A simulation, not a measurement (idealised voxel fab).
Documented hereafter: the process module known as voxel capacitor over wiring.
For reference, the cross-section in this document is cut, with width 300 nm and square cells of 5 nm.
Notation: cross-section as square-cell grid; stated in bands, top first, going down; one or more cell rows per band. Band entry format. Leading values: height of top, height of bottom, nm. Remainder: materials in left-to-right order, each with its width in nm. Special words: "edge to edge" on a single material, which then fills the band edge to edge; "empty", empty space. Ref level 0: as-received wafer is one material below here. Bottom band extends down with no lower bound ("0 nm and below"). The expression "30->40" gives the width at the extremes of the band, the first number at its top row of cells and the second at its bottom row, with the width changing by equal amounts from each row to the next in between. "identical to before" after a step means that no cell of the cross-section changed. Enclosed voids (no open way to top), threshold 8 cells or more, entry "Voids lacking openings", notation width x height at distance, distance from left edge, nm. Heads up: the bit after the settings on a step's line is the simulator's remark on that step. The line of a step may include "overlay nm". On a step with a mask, this value is how far to the right of its planned place the mask lay. A negative value means the mask lay to the left. Pairs from here to the end. Each: cross-section before one process step, cross-section after it, the latter only as far down as the lowest band that changed. Under each: the step between, and its settings. Mind that the pairs may be taken from different runs of this module on the same starting wafer; whether a pair continues from the pair above depends on its entry headed "Before step", and it does only where that entry says so.

BEFORE STEP
80 nm to 75 nm  TiN edge to edge
75 nm to 70 nm  Al2O3 edge to edge
70 nm to 60 nm  TiN edge to edge
60 nm to 40 nm  105 SiO2; 5 TiN; 5 Ru; 5 TiN; 180 SiO2
40 nm to 35 nm  105 SiCN; 15 TiN; 180 SiCN
35 nm to 30 nm  95 SiO2; 25 TiN; 55 SiO2; 25 TiN; 100 SiO2
30 nm to 0 nm  SiO2 edge to edge
0 nm and below  Si edge to edge
Voids lacking openings: none

POST-PROCESS SECTION
80 nm to 75 nm  105 empty; 60 TiN; 135 empty
Beneath the level 75, the cross-section is identical to its previous state.
Voids lacking openings: none
Step linking the sections shown: MASKED_ETCH: tone cover, mask id UPPER_PLATE, width nm 60, etch materials TiN, depth nm 5, overlay nm 0

Before step: see preceding pair, after cross-section.

POST-PROCESS SECTION
80 nm to 75 nm  105 empty; 60 TiN; 135 empty
75 nm to 70 nm  105 empty; 60 Al2O3; 135 empty
Beneath the level 70, the cross-section is identical to its previous state.
Voids lacking openings: none
Step linking the sections shown: MASKED_ETCH: tone cover, mask id UPPER_PLATE, width nm 60, etch materials Al2O3, depth nm 5, overlay nm 0

Before step: see preceding pair, after cross-section.

POST-PROCESS SECTION
80 nm to 75 nm  105 empty; 60 TiN; 135 empty
75 nm to 70 nm  105 empty; 60 Al2O3; 135 empty
70 nm to 60 nm  100 empty; 70 TiN; 130 empty
Beneath the level 60, the cross-section is identical to its previous state.
Voids lacking openings: none
Step linking the sections shown: MASKED_ETCH: tone cover, mask id LOWER_PLATE, width nm 70, etch materials TiN, depth nm 10, overlay nm 0

Before step: see preceding pair, after cross-section.

POST-PROCESS SECTION
95 nm to 80 nm  SiO2 edge to edge
80 nm to 75 nm  105 SiO2; 60 TiN; 135 SiO2
75 nm to 70 nm  105 SiO2; 60 Al2O3; 135 SiO2
70 nm to 60 nm  100 SiO2; 70 TiN; 130 SiO2
Beneath the level 60, the cross-section is identical to its previous state.
Voids lacking openings: none
Step linking the sections shown: FILL_DEP: material SiO2, thk nm 15

Before step: see preceding pair, after cross-section.

POST-PROCESS SECTION
90 nm to 80 nm  SiO2 edge to edge
Beneath the level 80, the cross-section is identical to its previous state.
Voids lacking openings: none
Step linking the sections shown: CMP: height nm 90

Before step: see preceding pair, after cross-section.

POST-PROCESS SECTION
105 nm to 90 nm  aC edge to edge
Beneath the level 90, the cross-section is identical to its previous state.
Voids lacking openings: none
Step linking the sections shown: DIRECTIONAL_DEP: material aC, thk nm 15

Before step: see preceding pair, after cross-section.

POST-PROCESS SECTION
140 nm to 105 nm  115 resist; 15 empty; 170 resist
Beneath the level 105, the cross-section is identical to its previous state.
Voids lacking openings: none
Step linking the sections shown: PATTERN: tone open, mask id PLUG_2, material resist, width nm 15, thk nm 35, overlay nm 0

Before step: see preceding pair, after cross-section.

POST-PROCESS SECTION
125 nm to 105 nm  115 resist; 15 empty; 170 resist
105 nm to 90 nm  115 aC; 15 empty; 170 aC
Beneath the level 90, the cross-section is identical to its previous state.
Voids lacking openings: none
Step linking the sections shown: DIRECTIONAL_ETCH: etch materials aC, depth nm 15

Before step: see preceding pair, after cross-section.

POST-PROCESS SECTION
105 nm to 90 nm  115 aC; 15 empty; 170 aC
Beneath the level 90, the cross-section is identical to its previous state.
Voids lacking openings: none
Step linking the sections shown: STRIP: etch materials resist

Before step: see preceding pair, after cross-section.

POST-PROCESS SECTION
105 nm to 90 nm  115 aC; 15 empty; 170 aC
90 nm to 80 nm  115 SiO2; 15 empty; 170 SiO2
Beneath the level 80, the cross-section is identical to its previous state.
Voids lacking openings: none
Step linking the sections shown: DIRECTIONAL_ETCH: etch materials SiO2, depth nm 10

Before step: see preceding pair, after cross-section.

POST-PROCESS SECTION
90 nm to 80 nm  115 SiO2; 15 empty; 170 SiO2
Beneath the level 80, the cross-section is identical to its previous state.
Voids lacking openings: none
Step linking the sections shown: STRIP: etch materials aC

Before step: see preceding pair, after cross-section.

POST-PROCESS SECTION
95 nm to 90 nm  120 TiN; 5 empty; 175 TiN
90 nm to 85 nm  115 SiO2; 5 TiN; 5 empty; 5 TiN; 170 SiO2
85 nm to 75 nm  115->105 SiO2; 15->60 TiN; 170->135 SiO2
Beneath the level 75, the cross-section is identical to its previous state.
Voids lacking openings: none
Step linking the sections shown: CONFORMAL_DEP: material TiN, thk nm 5

Before step: see preceding pair, after cross-section.

POST-PROCESS SECTION
100 nm to 95 nm  Ru edge to edge
95 nm to 90 nm  120 TiN; 5 Ru; 175 TiN
90 nm to 85 nm  115 SiO2; 5 TiN; 5 Ru; 5 TiN; 170 SiO2
Beneath the level 85, the cross-section is identical to its previous state.
Voids lacking openings: none
Step linking the sections shown: FILL_DEP: material Ru, thk nm 5

Before step: see preceding pair, after cross-section.

POST-PROCESS SECTION
90 nm to 85 nm  115 SiO2; 5 TiN; 5 Ru; 5 TiN; 170 SiO2
Beneath the level 85, the cross-section is identical to its previous state.
Voids lacking openings: none
Step linking the sections shown: CMP: height nm 90

Before step: see preceding pair, after cross-section.

POST-PROCESS SECTION
95 nm to 90 nm  SiN edge to edge
Beneath the level 90, the cross-section is identical to its previous state.
Voids lacking openings: none
Step linking the sections shown: CONFORMAL_DEP: material SiN, thk nm 5

BEFORE STEP
70 nm to 60 nm  TiN edge to edge
60 nm to 40 nm  105 SiO2; 5 TiN; 5 Ru; 5 TiN; 180 SiO2
40 nm to 35 nm  105 SiCN; 15 TiN; 180 SiCN
35 nm to 20 nm  95 SiO2; 25 Ru; 55 SiO2; 25 Ru; 100 SiO2
20 nm to 15 nm  95 SiO2; 25 TiN; 55 SiO2; 25 TiN; 100 SiO2
15 nm to 0 nm  SiO2 edge to edge
0 nm and below  Si edge to edge
Voids lacking openings: none

POST-PROCESS SECTION
75 nm to 60 nm  TiN edge to edge
Beneath the level 60, the cross-section is identical to its previous state.
Voids lacking openings: none
Step linking the sections shown: DIRECTIONAL_DEP: material TiN, thk nm 5

Before step: see preceding pair, after cross-section.

POST-PROCESS SECTION
80 nm to 75 nm  Al2O3 edge to edge
Beneath the level 75, the cross-section is identical to its previous state.
Voids lacking openings: none
Step linking the sections shown: DIRECTIONAL_DEP: material Al2O3, thk nm 5

Before step: see preceding pair, after cross-section.

POST-PROCESS SECTION
80 nm to 75 nm  105 empty; 60 Al2O3; 135 empty
Beneath the level 75, the cross-section is identical to its previous state.
Voids lacking openings: none
Step linking the sections shown: MASKED_ETCH: tone cover, mask id UPPER_PLATE, width nm 60, etch materials Al2O3, depth nm 5, overlay nm 0

Before step: see preceding pair, after cross-section.

POST-PROCESS SECTION
80 nm to 75 nm  105 empty; 60 Al2O3; 135 empty
75 nm to 65 nm  100 empty; 70 TiN; 130 empty
Beneath the level 65, the cross-section is identical to its previous state.
Voids lacking openings: none
Step linking the sections shown: MASKED_ETCH: tone cover, mask id LOWER_PLATE, width nm 70, etch materials TiN, depth nm 10, overlay nm 0

Before step: see preceding pair, after cross-section.

POST-PROCESS SECTION
95 nm to 80 nm  SiO2 edge to edge
80 nm to 75 nm  105 SiO2; 60 Al2O3; 135 SiO2
75 nm to 65 nm  100 SiO2; 70 TiN; 130 SiO2
Beneath the level 65, the cross-section is identical to its previous state.
Voids lacking openings: none
Step linking the sections shown: FILL_DEP: material SiO2, thk nm 15

Before step: see preceding pair, after cross-section.

POST-PROCESS SECTION
90 nm to 80 nm  SiO2 edge to edge
Beneath the level 80, the cross-section is identical to its previous state.
Voids lacking openings: none
Step linking the sections shown: CMP: height nm 90

Before step: see preceding pair, after cross-section.

POST-PROCESS SECTION
105 nm to 90 nm  aC edge to edge
Beneath the level 90, the cross-section is identical to its previous state.
Voids lacking openings: none
Step linking the sections shown: DIRECTIONAL_DEP: material aC, thk nm 15

Before step: see preceding pair, after cross-section.

POST-PROCESS SECTION
140 nm to 105 nm  115 resist; 15 empty; 170 resist
Beneath the level 105, the cross-section is identical to its previous state.
Voids lacking openings: none
Step linking the sections shown: PATTERN: tone open, mask id PLUG_2, material resist, width nm 15, thk nm 35, overlay nm 0

Before step: see preceding pair, after cross-section.

POST-PROCESS SECTION
125 nm to 105 nm  115 resist; 15 empty; 170 resist
105 nm to 90 nm  115 aC; 15 empty; 170 aC
Beneath the level 90, the cross-section is identical to its previous state.
Voids lacking openings: none
Step linking the sections shown: DIRECTIONAL_ETCH: etch materials aC, depth nm 15

Before step: see preceding pair, after cross-section.

POST-PROCESS SECTION
105 nm to 90 nm  115 aC; 15 empty; 170 aC
Beneath the level 90, the cross-section is identical to its previous state.
Voids lacking openings: none
Step linking the sections shown: STRIP: etch materials resist

Before step: see preceding pair, after cross-section.

POST-PROCESS SECTION
105 nm to 90 nm  115 aC; 15 empty; 170 aC
90 nm to 80 nm  115 SiO2; 15 empty; 170 SiO2
Beneath the level 80, the cross-section is identical to its previous state.
Voids lacking openings: none
Step linking the sections shown: DIRECTIONAL_ETCH: etch materials SiO2, depth nm 10

Before step: see preceding pair, after cross-section.

POST-PROCESS SECTION
90 nm to 80 nm  115 SiO2; 15 empty; 170 SiO2
Beneath the level 80, the cross-section is identical to its previous state.
Voids lacking openings: none
Step linking the sections shown: STRIP: etch materials aC

Before step: see preceding pair, after cross-section.

POST-PROCESS SECTION
95 nm to 90 nm  120 TiN; 5 empty; 175 TiN
90 nm to 85 nm  115 SiO2; 5 TiN; 5 empty; 5 TiN; 170 SiO2
85 nm to 80 nm  115 SiO2; 15 TiN; 170 SiO2
Beneath the level 80, the cross-section is identical to its previous state.
Voids lacking openings: none
Step linking the sections shown: CONFORMAL_DEP: material TiN, thk nm 5

Before step: see preceding pair, after cross-section.

POST-PROCESS SECTION
100 nm to 95 nm  Ru edge to edge
95 nm to 90 nm  120 TiN; 5 Ru; 175 TiN
90 nm to 85 nm  115 SiO2; 5 TiN; 5 Ru; 5 TiN; 170 SiO2
Beneath the level 85, the cross-section is identical to its previous state.
Voids lacking openings: none
Step linking the sections shown: FILL_DEP: material Ru, thk nm 5

Before step: see preceding pair, after cross-section.

POST-PROCESS SECTION
90 nm to 85 nm  115 SiO2; 5 TiN; 5 Ru; 5 TiN; 170 SiO2
Beneath the level 85, the cross-section is identical to its previous state.
Voids lacking openings: none
Step linking the sections shown: CMP: height nm 90

Before step: see preceding pair, after cross-section.

POST-PROCESS SECTION
95 nm to 90 nm  SiN edge to edge
Beneath the level 90, the cross-section is identical to its previous state.
Voids lacking openings: none
Step linking the sections shown: CONFORMAL_DEP: material SiN, thk nm 5

BEFORE STEP
0 nm and below  Si edge to edge
Voids lacking openings: none

POST-PROCESS SECTION
10 nm to 0 nm  SiO2 edge to edge
Beneath the level 0, the cross-section is identical to its previous state.
Voids lacking openings: none
Step linking the sections shown: CONFORMAL_DEP: material SiO2, thk nm 10

Before step: see preceding pair, after cross-section.

POST-PROCESS SECTION
15 nm to 10 nm  TiN edge to edge
Beneath the level 10, the cross-section is identical to its previous state.
Voids lacking openings: none
Step linking the sections shown: DIRECTIONAL_DEP: material TiN, thk nm 5

Before step: see preceding pair, after cross-section.

POST-PROCESS SECTION
30 nm to 15 nm  Ru edge to edge
Beneath the level 15, the cross-section is identical to its previous state.
Voids lacking openings: none
Step linking the sections shown: DIRECTIONAL_DEP: material Ru, thk nm 15

Before step: see preceding pair, after cross-section.

POST-PROCESS SECTION
40 nm to 30 nm  aC edge to edge
Beneath the level 30, the cross-section is identical to its previous state.
Voids lacking openings: none
Step linking the sections shown: DIRECTIONAL_DEP: material aC, thk nm 10

Before step: see preceding pair, after cross-section.

POST-PROCESS SECTION
65 nm to 40 nm  95 empty; 25 resist; 55 empty; 25 resist; 100 empty
Beneath the level 40, the cross-section is identical to its previous state.
Voids lacking openings: none
Step linking the sections shown: PATTERN: tone cover, mask id METAL_1, material resist, width nm 25, pitch nm 80, thk nm 25, overlay nm 0

Before step: see preceding pair, after cross-section.

POST-PROCESS SECTION
55 nm to 40 nm  95 empty; 25 resist; 55 empty; 25 resist; 100 empty
40 nm to 30 nm  95 empty; 25 aC; 55 empty; 25 aC; 100 empty
Beneath the level 30, the cross-section is identical to its previous state.
Voids lacking openings: none
Step linking the sections shown: DIRECTIONAL_ETCH: etch materials aC, depth nm 10

Before step: see preceding pair, after cross-section.

POST-PROCESS SECTION
40 nm to 30 nm  95 empty; 25 aC; 55 empty; 25 aC; 100 empty
Beneath the level 30, the cross-section is identical to its previous state.
Voids lacking openings: none
Step linking the sections shown: STRIP: etch materials resist

Before step: see preceding pair, after cross-section.

POST-PROCESS SECTION
40 nm to 30 nm  95 empty; 25 aC; 55 empty; 25 aC; 100 empty
30 nm to 15 nm  95 empty; 25 Ru; 55 empty; 25 Ru; 100 empty
Beneath the level 15, the cross-section is identical to its previous state.
Voids lacking openings: none
Step linking the sections shown: DIRECTIONAL_ETCH: etch materials Ru, depth nm 15

Before step: see preceding pair, after cross-section.

POST-PROCESS SECTION
40 nm to 30 nm  95 empty; 25 aC; 55 empty; 25 aC; 100 empty
30 nm to 15 nm  95 empty; 25 Ru; 55 empty; 25 Ru; 100 empty
15 nm to 10 nm  95 empty; 25 TiN; 55 empty; 25 TiN; 100 empty
Beneath the level 10, the cross-section is identical to its previous state.
Voids lacking openings: none
Step linking the sections shown: DIRECTIONAL_ETCH: etch materials TiN, depth nm 5

Before step: see preceding pair, after cross-section.

POST-PROCESS SECTION
30 nm to 15 nm  95 empty; 25 Ru; 55 empty; 25 Ru; 100 empty
Beneath the level 15, the cross-section is identical to its previous state.
Voids lacking openings: none
Step linking the sections shown: STRIP: etch materials aC

Before step: see preceding pair, after cross-section.

POST-PROCESS SECTION
40 nm to 30 nm  SiO2 edge to edge
30 nm to 15 nm  95 SiO2; 25 Ru; 55 SiO2; 25 Ru; 100 SiO2
15 nm to 10 nm  95 SiO2; 25 TiN; 55 SiO2; 25 TiN; 100 SiO2
Beneath the level 10, the cross-section is identical to its previous state.
Voids lacking openings: none
Step linking the sections shown: FILL_DEP: material SiO2, thk nm 10

Before step: see preceding pair, after cross-section.

POST-PROCESS SECTION
35 nm to 30 nm  SiO2 edge to edge
Beneath the level 30, the cross-section is identical to its previous state.
Voids lacking openings: none
Step linking the sections shown: CMP: height nm 35

Before step: see preceding pair, after cross-section.

POST-PROCESS SECTION
40 nm to 35 nm  SiCN edge to edge
Beneath the level 35, the cross-section is identical to its previous state.
Voids lacking openings: none
Step linking the sections shown: CONFORMAL_DEP: material SiCN, thk nm 5

Before step: see preceding pair, after cross-section.

POST-PROCESS SECTION
60 nm to 40 nm  SiO2 edge to edge
Beneath the level 40, the cross-section is identical to its previous state.
Voids lacking openings: none
Step linking the sections shown: DIRECTIONAL_DEP: material SiO2, thk nm 20

Before step: see preceding pair, after cross-section.

POST-PROCESS SECTION
60 nm to 40 nm  105 SiO2; 15 empty; 180 SiO2
Beneath the level 40, the cross-section is identical to its previous state.
Voids lacking openings: none
Step linking the sections shown: MASKED_ETCH: tone open, mask id PLUG_1, width nm 15, etch materials SiO2, depth nm 20, overlay nm 0

Before step: see preceding pair, after cross-section.

POST-PROCESS SECTION
60 nm to 40 nm  105 SiO2; 15 empty; 180 SiO2
40 nm to 35 nm  105 SiCN; 15 empty; 180 SiCN
Beneath the level 35, the cross-section is identical to its previous state.
Voids lacking openings: none
Step linking the sections shown: MASKED_ETCH: tone open, mask id PLUG_1, width nm 15, etch materials SiCN, depth nm 5, overlay nm 0

Before step: see preceding pair, after cross-section.

POST-PROCESS SECTION
65 nm to 60 nm  110 TiN; 5 empty; 185 TiN
60 nm to 40 nm  105 SiO2; 5 TiN; 5 empty; 5 TiN; 180 SiO2
40 nm to 35 nm  105 SiCN; 15 TiN; 180 SiCN
Beneath the level 35, the cross-section is identical to its previous state.
Voids lacking openings: none
Step linking the sections shown: CONFORMAL_DEP: material TiN, thk nm 5

Before step: see preceding pair, after cross-section.

POST-PROCESS SECTION
70 nm to 65 nm  Ru edge to edge
65 nm to 60 nm  110 TiN; 5 Ru; 185 TiN
60 nm to 40 nm  105 SiO2; 5 TiN; 5 Ru; 5 TiN; 180 SiO2
Beneath the level 40, the cross-section is identical to its previous state.
Voids lacking openings: none
Step linking the sections shown: FILL_DEP: material Ru, thk nm 5

Before step: see preceding pair, after cross-section.

POST-PROCESS SECTION
60 nm to 40 nm  105 SiO2; 5 TiN; 5 Ru; 5 TiN; 180 SiO2
Beneath the level 40, the cross-section is identical to its previous state.
Voids lacking openings: none
Step linking the sections shown: CMP: height nm 60

Before step: see preceding pair, after cross-section.

POST-PROCESS SECTION
70 nm to 60 nm  TiN edge to edge
Beneath the level 60, the cross-section is identical to its previous state.
Voids lacking openings: none
Step linking the sections shown: DIRECTIONAL_DEP: material TiN, thk nm 10

Before step: see preceding pair, after cross-section.

POST-PROCESS SECTION
75 nm to 70 nm  Al2O3 edge to edge
Beneath the level 70, the cross-section is identical to its previous state.
Voids lacking openings: none
Step linking the sections shown: DIRECTIONAL_DEP: material Al2O3, thk nm 5

Before step: see preceding pair, after cross-section.

POST-PROCESS SECTION
80 nm to 75 nm  TiN edge to edge
Beneath the level 75, the cross-section is identical to its previous state.
Voids lacking openings: none
Step linking the sections shown: DIRECTIONAL_DEP: material TiN, thk nm 5

Before step: see preceding pair, after cross-section.

POST-PROCESS SECTION
80 nm to 75 nm  105 empty; 60 TiN; 135 empty
Beneath the level 75, the cross-section is identical to its previous state.
Voids lacking openings: none
Step linking the sections shown: MASKED_ETCH: tone cover, mask id UPPER_PLATE, width nm 60, etch materials TiN, depth nm 5, overlay nm 0

Before step: see preceding pair, after cross-section.

POST-PROCESS SECTION
80 nm to 75 nm  105 empty; 60 TiN; 135 empty
75 nm to 70 nm  105 empty; 60 Al2O3; 135 empty
Beneath the level 70, the cross-section is identical to its previous state.
Voids lacking openings: none
Step linking the sections shown: MASKED_ETCH: tone cover, mask id UPPER_PLATE, width nm 60, etch materials Al2O3, depth nm 5, overlay nm 0

Before step: see preceding pair, after cross-section.

POST-PROCESS SECTION
80 nm to 75 nm  105 empty; 60 TiN; 135 empty
75 nm to 70 nm  105 empty; 60 Al2O3; 135 empty
70 nm to 60 nm  100 empty; 70 TiN; 130 empty
Beneath the level 60, the cross-section is identical to its previous state.
Voids lacking openings: none
Step linking the sections shown: MASKED_ETCH: tone cover, mask id LOWER_PLATE, width nm 70, etch materials TiN, depth nm 10, overlay nm 0

Before step: see preceding pair, after cross-section.

POST-PROCESS SECTION
95 nm to 80 nm  SiO2 edge to edge
80 nm to 75 nm  105 SiO2; 60 TiN; 135 SiO2
75 nm to 70 nm  105 SiO2; 60 Al2O3; 135 SiO2
70 nm to 60 nm  100 SiO2; 70 TiN; 130 SiO2
Beneath the level 60, the cross-section is identical to its previous state.
Voids lacking openings: none
Step linking the sections shown: FILL_DEP: material SiO2, thk nm 15

Before step: see preceding pair, after cross-section.

POST-PROCESS SECTION
90 nm to 80 nm  SiO2 edge to edge
Beneath the level 80, the cross-section is identical to its previous state.
Voids lacking openings: none
Step linking the sections shown: CMP: height nm 90

Before step: see preceding pair, after cross-section.

POST-PROCESS SECTION
105 nm to 90 nm  aC edge to edge
Beneath the level 90, the cross-section is identical to its previous state.
Voids lacking openings: none
Step linking the sections shown: DIRECTIONAL_DEP: material aC, thk nm 15

Before step: see preceding pair, after cross-section.

POST-PROCESS SECTION
140 nm to 105 nm  115 resist; 15 empty; 170 resist
Beneath the level 105, the cross-section is identical to its previous state.
Voids lacking openings: none
Step linking the sections shown: PATTERN: tone open, mask id PLUG_2, material resist, width nm 15, thk nm 35, overlay nm 0

Before step: see preceding pair, after cross-section.

POST-PROCESS SECTION
125 nm to 105 nm  115 resist; 15 empty; 170 resist
105 nm to 90 nm  115 aC; 15 empty; 170 aC
Beneath the level 90, the cross-section is identical to its previous state.
Voids lacking openings: none
Step linking the sections shown: DIRECTIONAL_ETCH: etch materials aC, depth nm 15

Before step: see preceding pair, after cross-section.

POST-PROCESS SECTION
105 nm to 90 nm  115 aC; 15 empty; 170 aC
Beneath the level 90, the cross-section is identical to its previous state.
Voids lacking openings: none
Step linking the sections shown: STRIP: etch materials resist

Before step: see preceding pair, after cross-section.

POST-PROCESS SECTION
105 nm to 90 nm  115 aC; 15 empty; 170 aC
90 nm to 80 nm  115 SiO2; 15 empty; 170 SiO2
Beneath the level 80, the cross-section is identical to its previous state.
Voids lacking openings: none
Step linking the sections shown: DIRECTIONAL_ETCH: etch materials SiO2, depth nm 10

Before step: see preceding pair, after cross-section.

POST-PROCESS SECTION
90 nm to 80 nm  115 SiO2; 15 empty; 170 SiO2
Beneath the level 80, the cross-section is identical to its previous state.
Voids lacking openings: none
Step linking the sections shown: STRIP: etch materials aC

Before step: see preceding pair, after cross-section.

POST-PROCESS SECTION
95 nm to 90 nm  120 TiN; 5 empty; 175 TiN
90 nm to 85 nm  115 SiO2; 5 TiN; 5 empty; 5 TiN; 170 SiO2
85 nm to 75 nm  115->105 SiO2; 15->60 TiN; 170->135 SiO2
Beneath the level 75, the cross-section is identical to its previous state.
Voids lacking openings: none
Step linking the sections shown: CONFORMAL_DEP: material TiN, thk nm 5

Before step: see preceding pair, after cross-section.

POST-PROCESS SECTION
100 nm to 95 nm  Ru edge to edge
95 nm to 90 nm  120 TiN; 5 Ru; 175 TiN
90 nm to 85 nm  115 SiO2; 5 TiN; 5 Ru; 5 TiN; 170 SiO2
Beneath the level 85, the cross-section is identical to its previous state.
Voids lacking openings: none
Step linking the sections shown: FILL_DEP: material Ru, thk nm 5

Before step: see preceding pair, after cross-section.

POST-PROCESS SECTION
90 nm to 85 nm  115 SiO2; 5 TiN; 5 Ru; 5 TiN; 170 SiO2
Beneath the level 85, the cross-section is identical to its previous state.
Voids lacking openings: none
Step linking the sections shown: CMP: height nm 90

Before step: see preceding pair, after cross-section.

POST-PROCESS SECTION
95 nm to 90 nm  SiN edge to edge
Beneath the level 90, the cross-section is identical to its previous state.
Voids lacking openings: none
Step linking the sections shown: CONFORMAL_DEP: material SiN, thk nm 5

BEFORE STEP
45 nm to 35 nm  aC edge to edge
35 nm to 20 nm  Ru edge to edge
20 nm to 15 nm  TiN edge to edge
15 nm to 0 nm  SiO2 edge to edge
0 nm and below  Si edge to edge
Voids lacking openings: none

POST-PROCESS SECTION
70 nm to 45 nm  100 empty; 15 resist; 65 empty; 15 resist; 105 empty
Beneath the level 45, the cross-section is identical to its previous state.
Voids lacking openings: none
Step linking the sections shown: PATTERN: tone cover, mask id METAL_1, material resist, width nm 15, pitch nm 80, thk nm 25, overlay nm 0

Before step: see preceding pair, after cross-section.

POST-PROCESS SECTION
60 nm to 45 nm  100 empty; 15 resist; 65 empty; 15 resist; 105 empty
45 nm to 35 nm  100 empty; 15 aC; 65 empty; 15 aC; 105 empty
Beneath the level 35, the cross-section is identical to its previous state.
Voids lacking openings: none
Step linking the sections shown: DIRECTIONAL_ETCH: etch materials aC, depth nm 10

Before step: see preceding pair, after cross-section.

POST-PROCESS SECTION
45 nm to 35 nm  100 empty; 15 aC; 65 empty; 15 aC; 105 empty
Beneath the level 35, the cross-section is identical to its previous state.
Voids lacking openings: none
Step linking the sections shown: STRIP: etch materials resist

Before step: see preceding pair, after cross-section.

POST-PROCESS SECTION
45 nm to 35 nm  100 empty; 15 aC; 65 empty; 15 aC; 105 empty
35 nm to 20 nm  100 empty; 15 Ru; 65 empty; 15 Ru; 105 empty
Beneath the level 20, the cross-section is identical to its previous state.
Voids lacking openings: none
Step linking the sections shown: DIRECTIONAL_ETCH: etch materials Ru, depth nm 15

Before step: see preceding pair, after cross-section.

POST-PROCESS SECTION
45 nm to 35 nm  100 empty; 15 aC; 65 empty; 15 aC; 105 empty
35 nm to 20 nm  100 empty; 15 Ru; 65 empty; 15 Ru; 105 empty
20 nm to 15 nm  100 empty; 15 TiN; 65 empty; 15 TiN; 105 empty
Beneath the level 15, the cross-section is identical to its previous state.
Voids lacking openings: none
Step linking the sections shown: DIRECTIONAL_ETCH: etch materials TiN, depth nm 5

Before step: see preceding pair, after cross-section.

POST-PROCESS SECTION
35 nm to 20 nm  100 empty; 15 Ru; 65 empty; 15 Ru; 105 empty
Beneath the level 20, the cross-section is identical to its previous state.
Voids lacking openings: none
Step linking the sections shown: STRIP: etch materials aC

Before step: see preceding pair, after cross-section.

POST-PROCESS SECTION
45 nm to 35 nm  SiO2 edge to edge
35 nm to 20 nm  100 SiO2; 15 Ru; 65 SiO2; 15 Ru; 105 SiO2
20 nm to 15 nm  100 SiO2; 15 TiN; 65 SiO2; 15 TiN; 105 SiO2
Beneath the level 15, the cross-section is identical to its previous state.
Voids lacking openings: none
Step linking the sections shown: FILL_DEP: material SiO2, thk nm 10

Before step: see preceding pair, after cross-section.

POST-PROCESS SECTION
35 nm to 20 nm  100 SiO2; 15 Ru; 65 SiO2; 15 Ru; 105 SiO2
Beneath the level 20, the cross-section is identical to its previous state.
Voids lacking openings: none
Step linking the sections shown: CMP: height nm 35

Before step: see preceding pair, after cross-section.

POST-PROCESS SECTION
40 nm to 35 nm  SiCN edge to edge
Beneath the level 35, the cross-section is identical to its previous state.
Voids lacking openings: none
Step linking the sections shown: CONFORMAL_DEP: material SiCN, thk nm 5

Before step: see preceding pair, after cross-section.

POST-PROCESS SECTION
60 nm to 40 nm  SiO2 edge to edge
Beneath the level 40, the cross-section is identical to its previous state.
Voids lacking openings: none
Step linking the sections shown: DIRECTIONAL_DEP: material SiO2, thk nm 20

Before step: see preceding pair, after cross-section.

POST-PROCESS SECTION
60 nm to 40 nm  105 SiO2; 15 empty; 180 SiO2
Beneath the level 40, the cross-section is identical to its previous state.
Voids lacking openings: none
Step linking the sections shown: MASKED_ETCH: tone open, mask id PLUG_1, width nm 15, etch materials SiO2, depth nm 20, overlay nm 0

Before step: see preceding pair, after cross-section.

POST-PROCESS SECTION
60 nm to 40 nm  105 SiO2; 15 empty; 180 SiO2
40 nm to 35 nm  105 SiCN; 15 empty; 180 SiCN
Beneath the level 35, the cross-section is identical to its previous state.
Voids lacking openings: none
Step linking the sections shown: MASKED_ETCH: tone open, mask id PLUG_1, width nm 15, etch materials SiCN, depth nm 5, overlay nm 0

Before step: see preceding pair, after cross-section.

POST-PROCESS SECTION
65 nm to 60 nm  110 TiN; 5 empty; 185 TiN
60 nm to 40 nm  105 SiO2; 5 TiN; 5 empty; 5 TiN; 180 SiO2
40 nm to 35 nm  105 SiCN; 15 TiN; 180 SiCN
Beneath the level 35, the cross-section is identical to its previous state.
Voids lacking openings: none
Step linking the sections shown: CONFORMAL_DEP: material TiN, thk nm 5

Before step: see preceding pair, after cross-section.

POST-PROCESS SECTION
70 nm to 65 nm  Ru edge to edge
65 nm to 60 nm  110 TiN; 5 Ru; 185 TiN
60 nm to 40 nm  105 SiO2; 5 TiN; 5 Ru; 5 TiN; 180 SiO2
Beneath the level 40, the cross-section is identical to its previous state.
Voids lacking openings: none
Step linking the sections shown: FILL_DEP: material Ru, thk nm 5

Before step: see preceding pair, after cross-section.

POST-PROCESS SECTION
60 nm to 40 nm  105 SiO2; 5 TiN; 5 Ru; 5 TiN; 180 SiO2
Beneath the level 40, the cross-section is identical to its previous state.
Voids lacking openings: none
Step linking the sections shown: CMP: height nm 60

Before step: see preceding pair, after cross-section.

POST-PROCESS SECTION
70 nm to 60 nm  TiN edge to edge
Beneath the level 60, the cross-section is identical to its previous state.
Voids lacking openings: none
Step linking the sections shown: DIRECTIONAL_DEP: material TiN, thk nm 10

Before step: see preceding pair, after cross-section.

POST-PROCESS SECTION
75 nm to 70 nm  Al2O3 edge to edge
Beneath the level 70, the cross-section is identical to its previous state.
Voids lacking openings: none
Step linking the sections shown: DIRECTIONAL_DEP: material Al2O3, thk nm 5

Before step: see preceding pair, after cross-section.

POST-PROCESS SECTION
80 nm to 75 nm  TiN edge to edge
Beneath the level 75, the cross-section is identical to its previous state.
Voids lacking openings: none
Step linking the sections shown: DIRECTIONAL_DEP: material TiN, thk nm 5

Before step: see preceding pair, after cross-section.

POST-PROCESS SECTION
80 nm to 75 nm  105 empty; 60 TiN; 135 empty
Beneath the level 75, the cross-section is identical to its previous state.
Voids lacking openings: none
Step linking the sections shown: MASKED_ETCH: tone cover, mask id UPPER_PLATE, width nm 60, etch materials TiN, depth nm 5, overlay nm 0

Before step: see preceding pair, after cross-section.

POST-PROCESS SECTION
80 nm to 75 nm  105 empty; 60 TiN; 135 empty
75 nm to 70 nm  105 empty; 60 Al2O3; 135 empty
Beneath the level 70, the cross-section is identical to its previous state.
Voids lacking openings: none
Step linking the sections shown: MASKED_ETCH: tone cover, mask id UPPER_PLATE, width nm 60, etch materials Al2O3, depth nm 5, overlay nm 0

Before step: see preceding pair, after cross-section.

POST-PROCESS SECTION
80 nm to 75 nm  105 empty; 60 TiN; 135 empty
75 nm to 70 nm  105 empty; 60 Al2O3; 135 empty
70 nm to 60 nm  100 empty; 70 TiN; 130 empty
Beneath the level 60, the cross-section is identical to its previous state.
Voids lacking openings: none
Step linking the sections shown: MASKED_ETCH: tone cover, mask id LOWER_PLATE, width nm 70, etch materials TiN, depth nm 10, overlay nm 0
